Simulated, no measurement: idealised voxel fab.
voxel local oxidation: a process module
Cross-section cut: width 250 nm, square cells of 5 nm.
How to read a cross-section here: the picture is a grid of square cells, written as bands going from the top down, and any band can span one or more rows of cells.
Basically the band line says how high the top is and how high the bottom is, in nm, and then what's in it from left to right, every material with its width in nm. Empty space shows up as "empty", and if a single material carries "edge to edge" it runs the full band edge to edge.
Height reference: 0 = level under which incoming wafer is all one material. Lowest band: no bottom, runs on downward, e.g. "0 nm and below".
Top row gets the first number, bottom row gets the second, and each row in between changes by the same step: that is how a band width like "30..40" works.
You'll sometimes find "no modification" written for a step, and that's the way of saying that nowhere in the cross-section did a cell change during that step.
Reported under the label "Completely enclosed voids" are the empty spaces having no open way to the top and comprising 8 cells or more; the notation for each is width x height at distance, in which the distance is measured from the left edge and all three values are in nm.
If you see something after the settings on a step's line, that's the simulator's own remark about that step.
overlay nm: right-of-plan distance of the mask on a masked step; negative values mean left-of-plan.
Process steps - plan:
1: RECEIVE | material Si
2: OXIDIZE | depth nm 5
3: CONFORMAL_DEP | material SiN | thk nm 15
4: DIRECTIONAL_DEP | material aC | thk nm 15
5: PATTERN | tone cover | mask id ACTIVE | material resist | width nm 95 | thk nm 35 | overlay nm -15
6: DIRECTIONAL_ETCH | etch materials aC | depth nm 15
7: STRIP | etch materials resist
8: DIRECTIONAL_ETCH | etch materials SiN | depth nm 15
9: STRIP | etch materials aC
10: SELECTIVE_ETCH | etch materials SiO2 | depth nm 5
11: OXIDIZE | depth nm 10
12: STRIP | etch materials SiN
Among the wafers covered here, the point of difference is the overlay nm at step 5; their starting state is shared, and the plan presents the value of the first wafer.
Sectional view: first of several wafers, as received, after step 1:
* 0 nm and below | Si edge to edge
* Completely enclosed voids: none
Quick key for the table: a row per wafer, taken at the end of the module. For each material it tells you how many cells the wafer gained (+) or lost (-) since it came in, and the closed voids come after:
overlay nm -15, -124 Si, +91 SiO2, Completely enclosed voids: none
overlay nm -10, -124 Si, +91 SiO2, Completely enclosed voids: none
overlay nm -5, -124 Si, +91 SiO2, Completely enclosed voids: none
overlay nm 0, -124 Si, +91 SiO2, Completely enclosed voids: none
overlay nm 5, -124 Si, +91 SiO2, Completely enclosed voids: none
overlay nm 10, -124 Si, +91 SiO2, Completely enclosed voids: none
overlay nm 15, -124 Si, +91 SiO2, Completely enclosed voids: none
